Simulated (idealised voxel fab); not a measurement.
Process module, titled voxel transistor to metal
We display cut, a cross-section 175 nm in width whose square cells are each 5 nm.
Cross-sections here: square-cell grids, written as top-down lists of bands, a band being one or more rows of cells. It is stipulated that each band's entry specify, in nanometres, the height of the top of the band and then that of its bottom, followed by the materials of the band in left-to-right sequence, each together with its width in nanometres. A single material marked by the word "edge to edge" is understood to fill the band from edge to edge; the word "empty" is understood to denote empty space. Zero point of the height axis is 0; under it, received wafer = one material. Lowest band: continues down indefinitely, "0 down". When a width is written as two numbers, as in "30..40", the first number is the width in the top row of cells of the band and the second is the width in its bottom row, and the width changes by the same amount from each row to the next. It should be understood that the words "nothing got changed", when stated for a given step, signify that the cross-section underwent no change in any of its cells during that step. In the "Sealed internal cavities" entry, you get each enclosed empty space of 8 cells or more, one with no open way to the top, written width x height at distance, distance from the left edge, in nm. Read whatever lies past the settings on a step's line as the simulator's own remark about the step. overlay nm: for a step with a mask, the amount by which the mask lay right of where it was planned; a negative amount means left of it.

**Set out below are the planned steps of the process**
1. RECEIVE [material Si]
2. OXIDIZE [depth nm 5]
3. CONFORMAL_DEP [material SiN] [thk nm 15]
4. MASKED_ETCH [tone cover] [mask id ACTIVE] [width nm 135] [etch materials SiN] [depth nm 15] [overlay nm 0]
5. MASKED_ETCH [tone cover] [mask id ACTIVE] [width nm 135] [etch materials SiO2] [depth nm 5] [overlay nm 0]
6. MASKED_ETCH [tone cover] [mask id ACTIVE] [width nm 135] [etch materials Si] [depth nm 30] [overlay nm 0]
7. FILL_DEP [material SiO2] [thk nm 10]
8. CMP [height nm 15]
9. SELECTIVE_ETCH [etch materials SiO2] [depth nm 5]
10. STRIP [etch materials SiN]
11. SELECTIVE_ETCH [etch materials SiO2] [depth nm 5]
12. OXIDIZE [depth nm 5]
13. DIRECTIONAL_DEP [material polySi] [thk nm 25]
14. DIRECTIONAL_DEP [material SiCN] [thk nm 15]
15. PATTERN [tone cover] [mask id GATE] [material resist] [width nm 35] [thk nm 20] [overlay nm 0]
16. DIRECTIONAL_ETCH [etch materials SiCN] [depth nm 25]
17. DIRECTIONAL_ETCH [etch materials polySi] [depth nm 35]
18. STRIP [etch materials resist]
19. CONFORMAL_DEP [material SiO2] [thk nm 5]
20. DIRECTIONAL_ETCH [etch materials SiO2] [depth nm 5]
21. CONFORMAL_DEP [material SiN] [thk nm 5]
22. DIRECTIONAL_ETCH [etch materials SiN] [depth nm 5]
23. DIRECTIONAL_ETCH [etch materials SiO2] [depth nm 5]
24. DIRECTIONAL_ETCH [etch materials Si] [depth nm 5]
25. EPI [material SiGe] [thk nm 10]
26. FILL_DEP [material SiO2] [thk nm 10]
27. CMP [height nm 20]
28. STRIP [etch materials polySi]
29. SELECTIVE_ETCH [etch materials SiO2] [depth nm 5]
30. CONFORMAL_DEP [material HfO2] [thk nm 5]
31. CONFORMAL_DEP [material TiN] [thk nm 5]
32. FILL_DEP [material W] [thk nm 5]
33. CMP [height nm 15]
34. DIRECTIONAL_DEP [material SiO2] [thk nm 10]
35. MASKED_ETCH [tone open] [mask id CONTACT] [width nm 20] [pitch nm 95] [etch materials SiO2] [depth nm 30] [overlay nm 0]
36. CONFORMAL_DEP [material TiN] [thk nm 5]
37. FILL_DEP [material Ru] [thk nm 10]
38. CMP [height nm 25]
39. DIRECTIONAL_DEP [material TiN] [thk nm 5]
40. DIRECTIONAL_DEP [material Ru] [thk nm 20]
41. DIRECTIONAL_DEP [material aC] [thk nm 10]
42. PATTERN [tone cover] [mask id METAL_1] [material resist] [width nm 20] [pitch nm 95] [thk nm 30] [overlay nm 0]
43. DIRECTIONAL_ETCH [etch materials aC] [depth nm 10]
44. STRIP [etch materials resist]
45. DIRECTIONAL_ETCH [etch materials Ru] [depth nm 20]
46. DIRECTIONAL_ETCH [etch materials TiN] [depth nm 5]
47. STRIP [etch materials aC]
48. FILL_DEP [material SiO2] [thk nm 5]
49. CMP [height nm 50]
50. CONFORMAL_DEP [material SiCN] [thk nm 5]
51. DIRECTIONAL_DEP [material lowk] [thk nm 30]
52. MASKED_ETCH [tone open] [mask id METAL_2] [width nm 20] [pitch nm 95] [etch materials lowk] [depth nm 20] [overlay nm 0]
53. PATTERN [tone open] [mask id METAL_2_HOLES] [material resist] [width nm 15] [pitch nm 95] [thk nm 15] [overlay nm 0]
54. DIRECTIONAL_ETCH [etch materials lowk] [depth nm 10]
55. DIRECTIONAL_ETCH [etch materials SiCN] [depth nm 5]
56. STRIP [etch materials resist]
57. CONFORMAL_DEP [material TiN] [thk nm 5]
58. FILL_DEP [material Cu] [thk nm 5]
59. CMP [height nm 85]
60. CONFORMAL_DEP [material SiN] [thk nm 5]

**Cross-section of the incoming wafer, state after step 1**
* 0 down  Si edge to edge
* Sealed internal cavities: none

**As-planned run: cross-section of the first of two wafers at end of module**
* 90 to 85  SiN edge to edge
* 85 to 70  lowk 30; TiN 5; Cu 10; TiN 5; lowk 75; TiN 5; Cu 10; TiN 5; lowk 30
* 70 to 65  lowk 30; TiN 5; Cu 5; TiN 10; lowk 75; TiN 5; Cu 5; TiN 10; lowk 30
* 65 to 55  lowk 30; TiN 5; Cu 5; TiN 5; lowk 80; TiN 5; Cu 5; TiN 5; lowk 35
* 55 to 50  SiCN 30; TiN 15; SiCN 80; TiN 15; SiCN 35
* 50 to 30  SiO2 30; Ru 20; SiO2 75; Ru 20; SiO2 30
* 30 to 25  SiO2 30; TiN 20; SiO2 75; TiN 20; SiO2 30
* 25 to 15  SiO2 30; TiN 5; Ru 10; TiN 5; SiO2 75; TiN 5; Ru 10; TiN 5; SiO2 30
* 15 to 5  SiO2 30; TiN 5; Ru 10; TiN 5; SiO2 10; SiN 5; HfO2 5; TiN 5; W 25; TiN 5; HfO2 5; SiN 5; SiO2 10; TiN 5; Ru 10; TiN 5; SiO2 30
* 5 to 0  SiO2 20; SiN 5; SiO2 5; TiN 10; Ru 5; TiN 5; SiO2 10; SiN 5; HfO2 5; TiN 5; W 25; TiN 5; HfO2 5; SiN 5; SiO2 10; TiN 5; Ru 5; TiN 10; SiO2 5; SiN 5; SiO2 20
* 0 to -5  SiO2 20; SiN 5; SiGe 10; TiN 15; SiGe 10; SiN 5; HfO2 5; TiN 35; HfO2 5; SiN 5; SiGe 10; TiN 15; SiGe 10; SiN 5; SiO2 20
* -5 to -10  SiO2 25; SiGe 35; SiO2 5; HfO2 45; SiO2 5; SiGe 35; SiO2 25
* -10 to -15  SiO2 20; Si 5; SiGe 35; Si 55; SiGe 35; Si 5; SiO2 20
* -15 to -35  SiO2 20; Si 135; SiO2 20
* -35 down  Si edge to edge
* Sealed internal cavities: none

**So this is wafer number two of the two, cut at the end of the module - it started where the first did and had the same plan, we just got one thing wrong running it**
* 90 to 85  SiN edge to edge
* 85 to 70  lowk 30; TiN 5; Cu 10; TiN 5; lowk 75; TiN 5; Cu 10; TiN 5; lowk 30
* 70 to 65  lowk 30; TiN 5; Cu 5; TiN 10; lowk 75; TiN 5; Cu 5; TiN 10; lowk 30
* 65 to 55  lowk 30; TiN 5; Cu 5; TiN 5; lowk 80; TiN 5; Cu 5; TiN 5; lowk 35
* 55 to 50  SiCN 30; TiN 15; SiCN 80; TiN 15; SiCN 35
* 50 to 30  SiO2 30; Ru 20; SiO2 75; Ru 20; SiO2 30
* 30 to 25  SiO2 30; TiN 20; SiO2 75; TiN 20; SiO2 30
* 25 to 15  SiO2 30; TiN 5; Ru 10; TiN 5; SiO2 75; TiN 5; Ru 10; TiN 5; SiO2 30
* 15 to 10  SiO2 30; TiN 5; Ru 10; TiN 5; SiO2 10; SiN 5; HfO2 5; TiN 5; W 25; TiN 5; HfO2 5; SiN 5; SiO2 10; TiN 5; Ru 10; TiN 5; SiO2 30
* 10 to 5  SiO2 30; TiN 20; SiO2 10; SiN 5; HfO2 5; TiN 5; W 25; TiN 5; HfO2 5; SiN 5; SiO2 10; TiN 20; SiO2 30
* 5 to 0  SiO2 25; SiN 5; SiGe 10; TiN 10; SiGe 10; SiN 5; HfO2 5; TiN 35; HfO2 5; SiN 5; SiGe 10; TiN 10; SiGe 10; SiN 5; SiO2 25
* 0 to -5  SiO2 30; SiGe 30; SiO2 5; HfO2 45; SiO2 5; SiGe 30; SiO2 30
* -5 to -10  SiO2 20; Si 10; SiGe 30; Si 55; SiGe 30; Si 10; SiO2 20
* -10 to -35  SiO2 20; Si 135; SiO2 20
* -35 down  Si edge to edge
* Sealed internal cavities: none
The plan and the run diverged here: steps 10 and 11 of the plan were run in the wrong order, each in the other's place
At the finish, the second wafer shows more or fewer cells for some materials than the first does: -2 HfO2, -6 Ru, +29 Si, -4 SiGe, -4 SiN, -2 SiO2, -6 TiN, -5 W
